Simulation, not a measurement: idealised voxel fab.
Name of the process module below: voxel trench capacitor
Cross-section cut spans 195 nm and uses square cells 5 nm in size.
Square cells in a grid make up a cross-section in this document, and the grid is given as bands, listed from the top down, each one or more rows of cells.
Top height, bottom height, nm. Materials left to right, width each, nm. Single material + "edge to edge" = fills band edge to edge. "air" = empty.
Measure heights from 0. That's the level where, below it, the as-received wafer is all one material. The lowest band is bottomless and extends downward; write it as in "from 0 down".
You'd read "30->40" like this: the band's top row of cells is as wide as the first number, its bottom row is as wide as the second, and going down, every row changes width by the same amount as the row before did.
No cell of the cross-section changed in a step that is given as "no modifications".
What "Sealed voids" gives you is every empty space of 8 cells or more that is cut off from the top. Each appears as width x height at distance, with the distance taken from the left edge and width, height and distance all in nm.
Post-settings text on a step line: simulator's own remark regarding the step.
The optional step-line setting "overlay nm" applies to steps with a mask and quantifies how far to the right of its planned location the mask lay, a negative value indicating leftward placement.
## plan
| 1 | RECEIVE with material Si |
| 2 | CONFORMAL_DEP with material SiN, thk nm 5 |
| 3 | DIRECTIONAL_DEP with material aC, thk nm 15 |
| 4 | PATTERN with tone open, mask id TRENCH, material resist, width nm 15, pitch nm 55, thk nm 35, overlay nm 0 |
| 5 | DIRECTIONAL_ETCH with etch materials aC, depth nm 15 |
| 6 | STRIP with etch materials resist |
| 7 | DIRECTIONAL_ETCH with etch materials SiN, depth nm 5 |
| 8 | DIRECTIONAL_ETCH with etch materials Si, depth nm 35 |
| 9 | STRIP with etch materials aC |
| 10 | CONFORMAL_DEP with material SiO2, thk nm 5 |
| 11 | FILL_DEP with material polySi, thk nm 10 |
| 12 | CMP with height nm 5 |
The wafers are alike at the start. At step 4, their width nm differs. The plan lists the first wafer's value.
## Cross-sectional view of the first of several wafers in the as-received condition, corresponding to the state following step 1
from 0 down  Si edge to edge
Sealed voids: none
## Take any row and you have a wafer at the end of the module: how many cells of each material it has gained (+) or lost (-) since it was received, and then its closed voids
width nm 15 | -63 Si | +30 SiN | +51 SiO2 | +21 polySi | Sealed voids: none
width nm 20 | -84 Si | +27 SiN | +54 SiO2 | +42 polySi | Sealed voids: none
width nm 25 | -105 Si | +24 SiN | +57 SiO2 | +63 polySi | Sealed voids: none
width nm 30 | -126 Si | +21 SiN | +60 SiO2 | +84 polySi | Sealed voids: none
width nm 35 | -147 Si | +18 SiN | +63 SiO2 | +105 polySi | Sealed voids: none
width nm 40 | -168 Si | +15 SiN | +66 SiO2 | +126 polySi | Sealed voids: none
